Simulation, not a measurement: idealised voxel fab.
Documented hereafter: the process module known as voxel wiring stack.
We display cut, a cross-section 180 nm in width whose square cells are each 5 nm.
When this document writes out a cross-section, it uses a grid of square cells and lists it as bands, beginning at the top and moving down, with a band standing for one or more rows of cells.
In this notation a band is specified by the heights of its top and bottom, in that order and in nm, after which its materials appear from left to right, each paired with its width in nm. The word "full width" attached to a single material means that material fills the band from edge to edge; the word "blank" stands for empty space.
Ref level 0: as-received wafer is one material below here. Bottom band extends down with no lower bound ("top 0, no bottom").
You'd read "30->40" like this: the band's top row of cells is as wide as the first number, its bottom row is as wide as the second, and going down, every row changes width by the same amount as the row before did.
"identical to before" -> step changed no cross-section cell.
The list in "Sealed-off cavities" covers empty spaces of 8 cells or more that cannot reach the top through any open way, and it gives each as width x height at distance; the distance is from the left edge, and width, height and distance are in nm.
Whatever follows a step's settings on its line is a remark the simulator itself makes about that step.
A step line may carry the setting "overlay nm", which, for steps involving a mask, states the distance by which the mask lay to the right of its intended position; negative values denote displacement to the left.
Intended process steps:
- 1: RECEIVE, material Si
- 2: CONFORMAL_DEP, material SiO2, thk nm 15
- 3: DIRECTIONAL_DEP, material TiN, thk nm 5
- 4: DIRECTIONAL_DEP, material W, thk nm 20
- 5: PATTERN, tone cover, mask id METAL_1, material resist, width nm 20, pitch nm 45, thk nm 15, overlay nm 0
- 6: DIRECTIONAL_ETCH, etch materials W, depth nm 20
- 7: DIRECTIONAL_ETCH, etch materials TiN, depth nm 5
- 8: STRIP, etch materials resist
- 9: CONFORMAL_DEP, material SiCN, thk nm 5
- 10: FILL_DEP, material SiO2, thk nm 5
- 11: CMP, height nm 40
- 12: CONFORMAL_DEP, material SiCN, thk nm 5
- 13: DIRECTIONAL_DEP, material lowk, thk nm 25
- 14: MASKED_ETCH, tone open, mask id METAL_2, width nm 20, pitch nm 45, etch materials lowk, depth nm 15, overlay nm 0
- 15: PATTERN, tone open, mask id METAL_2_HOLES, material resist, width nm 15, thk nm 20, overlay nm 0
- 16: DIRECTIONAL_ETCH, etch materials lowk, depth nm 10
- 17: DIRECTIONAL_ETCH, etch materials SiCN, depth nm 5
- 18: STRIP, etch materials resist
- 19: CONFORMAL_DEP, material TiN, thk nm 5
- 20: FILL_DEP, material Cu, thk nm 5
- 21: CMP, height nm 70
- 22: CONFORMAL_DEP, material SiN, thk nm 5
Cross-section of the wafer at receipt, which is the condition after step 1:
top 0, no bottom | Si full width
Sealed-off cavities: none
As-planned run: cross-section of the first of two wafers at end of module:
top 75, bottom 70 | SiN full width
top 70, bottom 60 | lowk 55 nm | TiN 5 nm | Cu 10 nm | TiN 5 nm | lowk 25 nm | TiN 5 nm | Cu 10 nm | TiN 5 nm | lowk 60 nm
top 60, bottom 55 | lowk 55 nm | TiN 5 nm | Cu 5 nm | TiN 10 nm | lowk 25 nm | TiN 20 nm | lowk 60 nm
top 55, bottom 45 | lowk 55 nm | TiN 5 nm | Cu 5 nm | TiN 5 nm | lowk 110 nm
top 45, bottom 40 | SiCN 55 nm | TiN 15 nm | SiCN 110 nm
top 40, bottom 20 | SiO2 50 nm | SiCN 5 nm | W 20 nm | SiCN 5 nm | SiO2 15 nm | SiCN 5 nm | W 20 nm | SiCN 5 nm | SiO2 55 nm
top 20, bottom 15 | SiCN 55 nm | TiN 20 nm | SiCN 25 nm | TiN 20 nm | SiCN 60 nm
top 15, bottom 0 | SiO2 full width
top 0, no bottom | Si full width
Sealed-off cavities: none
Cross-sectional view of the second of two wafers upon completion of the module. This wafer shared its starting condition and process plan with the first; one error was made during its execution:
top 75, bottom 70 | SiN full width
top 70, bottom 60 | lowk 55 nm | TiN 5 nm | Cu 10 nm | TiN 5 nm | lowk 25 nm | TiN 5 nm | Cu 10 nm | TiN 5 nm | lowk 60 nm
top 60, bottom 55 | lowk 55 nm | TiN 5 nm | Cu 5 nm | TiN 10 nm | lowk 25 nm | TiN 20 nm | lowk 60 nm
top 55, bottom 45 | lowk 55 nm | TiN 5 nm | Cu 5 nm | TiN 5 nm | lowk 110 nm
top 45, bottom 40 | SiCN 55 nm | TiN 15 nm | SiCN 110 nm
top 40, bottom 35 | SiO2 50 nm | SiCN 30 nm | SiO2 15 nm | SiCN 30 nm | SiO2 55 nm
top 35, bottom 15 | SiO2 50 nm | SiCN 5 nm | W 20 nm | SiCN 5 nm | SiO2 15 nm | SiCN 5 nm | W 20 nm | SiCN 5 nm | SiO2 55 nm
top 15, bottom 10 | SiCN 55 nm | TiN 20 nm | SiCN 25 nm | TiN 20 nm | SiCN 60 nm
top 10, bottom 0 | SiO2 full width
top 0, no bottom | Si full width
Sealed-off cavities: none
In executing the process, a mistake was made relative to the plan: step 2: run off-plan, actual operation and settings CONFORMAL_DEP, material SiO2, thk nm 10
Count the cells at the end and the second wafer has more or fewer of some materials than the first: +12 SiCN | -12 SiO2
